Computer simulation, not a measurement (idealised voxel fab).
Process module under the name voxel local oxidation
290 nm wide, 5 nm square cells: that's cross-section cut.
This document writes a cross-section as a grid whose cells are square, and gives it as bands, listed from the top down; one or more rows of cells form a band. Per band: top height and bottom height in nm, followed by the left-to-right materials and their widths in nm; "edge to edge" marks a single material spanning edge to edge, "air" marks empty space. It should be noted that heights are counted from 0, beneath which the wafer as supplied is of one material throughout, and that the lowest band possesses no lower boundary but continues downward, as written in "0 down". With a width like "30 to 40", each row of cells in the band differs from the next by the same amount, the top row carrying the first number and the bottom row the second. Basically "identical to before" means that step didn't change any cell in the cross-section. If an empty space has no open way to the top and is at least 8 cells in size, "Unvented internal voids" lists it, written width x height at distance, where distance is measured from the left edge and every value is in nm. Read whatever lies past the settings on a step's line as the simulator's own remark about the step. overlay nm: where the mask lay relative to plan, measured to the right, on steps with a mask; negatives go left.
Set out below are the planned steps of the process
1 RECEIVE, material Si
2 OXIDIZE, depth nm 5
3 CONFORMAL_DEP, material SiN, thk nm 15
4 DIRECTIONAL_DEP, material aC, thk nm 15
5 PATTERN, tone cover, mask id ACTIVE, material resist, width nm 110, thk nm 35, overlay nm 0
6 DIRECTIONAL_ETCH, etch materials aC, depth nm 15
7 STRIP, etch materials resist
8 DIRECTIONAL_ETCH, etch materials SiN, depth nm 15
9 STRIP, etch materials aC
10 SELECTIVE_ETCH, etch materials SiO2, depth nm 5
11 OXIDIZE, depth nm 15
12 STRIP, etch materials SiN
Cross-sectional view of the wafer in its as-received condition, corresponding to the state after step 1
  0 down = Si edge to edge
  Unvented internal voids: none
Sectioned view, first of two wafers, at the close of the module, processed as intended in the plan
  0 to -5 = air 95 nm; SiO2 100 nm; air 95 nm
  -5 to -20 = SiO2 110 nm; Si 70 nm; SiO2 110 nm
  -20 down = Si edge to edge
  Unvented internal voids: none
End-of-module cross-section of the second wafer: identical starting point and process plan to the first, with one processing mistake
  0 to -5 = air 90 nm; SiO2 100 nm; air 100 nm
  -5 to -20 = SiO2 105 nm; Si 70 nm; SiO2 115 nm
  -20 down = Si edge to edge
  Unvented internal voids: none
The mistake made against the process plan was this: planned and actual differ for step 5; actual: PATTERN, tone cover, mask id ACTIVE, material resist, width nm 110, thk nm 35, overlay nm -5
Matching per-material cell counts, mismatched positions: that is how the second wafer compares with the first at the end.
